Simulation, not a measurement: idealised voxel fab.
This section sets out a process module, namely voxel transistor to metal.
The cross-section shown here is cut; it is 195 nm wide and divided into square cells measuring 5 nm on a side.
This document writes a cross-section as a grid whose cells are square, and gives it as bands, listed from the top down; one or more rows of cells form a band. Per band: top height and bottom height in nm, followed by the left-to-right materials and their widths in nm; "all across" marks a single material spanning edge to edge, "empty" marks empty space. Measure heights from 0. That's the level where, below it, the as-received wafer is all one material. The lowest band is bottomless and extends downward; write it as in "z 0 and below". A width such as "30 to 40" changes by the same amount from each row of cells to the next, from the band's top row to its bottom row. Reading "no change occurred" for a step: not a cell of the cross-section changed in it. Empty spaces without an open route to the top, at least 8 cells in extent, make up the entry "Closed internal voids"; each is given as width x height at distance, where the distance is measured from the left edge, and all are in nm. after a step's settings: what the simulator itself notes on the step. overlay nm: mask offset rightward from planned place, masked step; negative means leftward offset.

**The following list gives the planned process steps**
1. RECEIVE: material Si
2. OXIDIZE: depth nm 5
3. CONFORMAL_DEP: material SiN, thk nm 10
4. DIRECTIONAL_DEP: material aC, thk nm 10
5. PATTERN: tone cover, mask id ACTIVE, material resist, width nm 105, thk nm 25, overlay nm 0
6. DIRECTIONAL_ETCH: etch materials aC, depth nm 10
7. STRIP: etch materials resist
8. DIRECTIONAL_ETCH: etch materials SiN, depth nm 10
9. DIRECTIONAL_ETCH: etch materials SiO2, depth nm 5
10. DIRECTIONAL_ETCH: etch materials Si, depth nm 35
11. STRIP: etch materials aC
12. OXIDIZE: depth nm 5
13. FILL_DEP: material SiO2, thk nm 15
14. CMP: height nm 10
15. SELECTIVE_ETCH: etch materials SiO2, depth nm 10
16. STRIP: etch materials SiN
17. SELECTIVE_ETCH: etch materials SiO2, depth nm 5
18. OXIDIZE: depth nm 5
19. DIRECTIONAL_DEP: material polySi, thk nm 30
20. DIRECTIONAL_DEP: material SiCN, thk nm 10
21. DIRECTIONAL_DEP: material aC, thk nm 15
22. PATTERN: tone cover, mask id GATE, material resist, width nm 35, thk nm 35, overlay nm 0
23. DIRECTIONAL_ETCH: etch materials aC, depth nm 15
24. STRIP: etch materials resist
25. DIRECTIONAL_ETCH: etch materials SiCN, depth nm 20
26. DIRECTIONAL_ETCH: etch materials polySi, depth nm 40
27. STRIP: etch materials aC
28. CONFORMAL_DEP: material SiO2, thk nm 5
29. DIRECTIONAL_ETCH: etch materials SiO2, depth nm 5
30. CONFORMAL_DEP: material SiN, thk nm 5
31. DIRECTIONAL_ETCH: etch materials SiN, depth nm 5
32. DIRECTIONAL_ETCH: etch materials SiO2, depth nm 5
33. DIRECTIONAL_ETCH: etch materials Si, depth nm 5
34. EPI: material nSi, thk nm 10
35. FILL_DEP: material SiO2, thk nm 10
36. CMP: height nm 25
37. STRIP: etch materials polySi
38. SELECTIVE_ETCH: etch materials SiO2, depth nm 5
39. CONFORMAL_DEP: material HfO2, thk nm 5
40. CONFORMAL_DEP: material TiN, thk nm 5
41. FILL_DEP: material W, thk nm 5
42. CMP: height nm 20
43. DIRECTIONAL_DEP: material SiO2, thk nm 10
44. PATTERN: tone open, mask id CONTACT, material resist, width nm 15, pitch nm 80, thk nm 15, overlay nm 0
45. DIRECTIONAL_ETCH: etch materials SiO2, depth nm 35
46. STRIP: etch materials resist
47. CONFORMAL_DEP: material TiN, thk nm 5
48. FILL_DEP: material W, thk nm 10
49. CMP: height nm 30
50. DIRECTIONAL_DEP: material TiN, thk nm 5
51. DIRECTIONAL_DEP: material Ru, thk nm 20
52. PATTERN: tone cover, mask id METAL_1, material resist, width nm 15, pitch nm 80, thk nm 15, overlay nm 0
53. DIRECTIONAL_ETCH: etch materials Ru, depth nm 20
54. DIRECTIONAL_ETCH: etch materials TiN, depth nm 5
55. STRIP: etch materials resist
56. FILL_DEP: material lowk, thk nm 5
57. CMP: height nm 55
58. CONFORMAL_DEP: material SiCN, thk nm 5
59. DIRECTIONAL_DEP: material SiO2, thk nm 25
60. PATTERN: tone open, mask id METAL_2, material resist, width nm 15, pitch nm 80, thk nm 15, overlay nm 0
61. DIRECTIONAL_ETCH: etch materials SiO2, depth nm 20
62. STRIP: etch materials resist
63. PATTERN: tone open, mask id METAL_2_HOLES, material resist, width nm 15, pitch nm 80, thk nm 15, overlay nm 0
64. DIRECTIONAL_ETCH: etch materials SiO2, depth nm 15
65. DIRECTIONAL_ETCH: etch materials SiCN, depth nm 5
66. STRIP: etch materials resist
67. CONFORMAL_DEP: material TiN, thk nm 5
68. FILL_DEP: material Cu, thk nm 10
69. CMP: height nm 95
70. CONFORMAL_DEP: material SiCN, thk nm 5
It is noted that the wafers described herein are identical at the outset and are distinguished by the thk nm of step 59; the value stated in the plan corresponds to the first wafer.

**Cross-section of the first of several wafers on receipt, reflecting completion of step 1**
- z 0 and below | Si all across
- Closed internal voids: none

**wafer rows; end of module; cells per material since receipt: (+) gained, (-) lost; then closed voids**
thk nm 25, +51 Cu, +19 HfO2, +24 Ru, -226 Si, +72 SiCN, +10 SiN, +499 SiO2, +114 TiN, +30 W, +165 lowk, +22 nSi, Closed internal voids: none
thk nm 30, +14 Cu, +19 HfO2, +24 Ru, -226 Si, +72 SiCN, +10 SiN, +532 SiO2, +118 TiN, +30 W, +165 lowk, +22 nSi, Closed internal voids: none
thk nm 35, +14 Cu, +19 HfO2, +24 Ru, -226 Si, +72 SiCN, +10 SiN, +565 SiO2, +85 TiN, +30 W, +165 lowk, +22 nSi, Closed internal voids: none
thk nm 40, +10 Cu, +19 HfO2, +24 Ru, -226 Si, +78 SiCN, +10 SiN, +571 SiO2, +77 TiN, +30 W, +165 lowk, +22 nSi, Closed internal voids: none
thk nm 45, +8 Cu, +19 HfO2, +24 Ru, -226 Si, +78 SiCN, +10 SiN, +577 SiO2, +73 TiN, +30 W, +165 lowk, +22 nSi, Closed internal voids: none
thk nm 50, +6 Cu, +19 HfO2, +24 Ru, -226 Si, +78 SiCN, +10 SiN, +583 SiO2, +69 TiN, +30 W, +165 lowk, +22 nSi, Closed internal voids: none
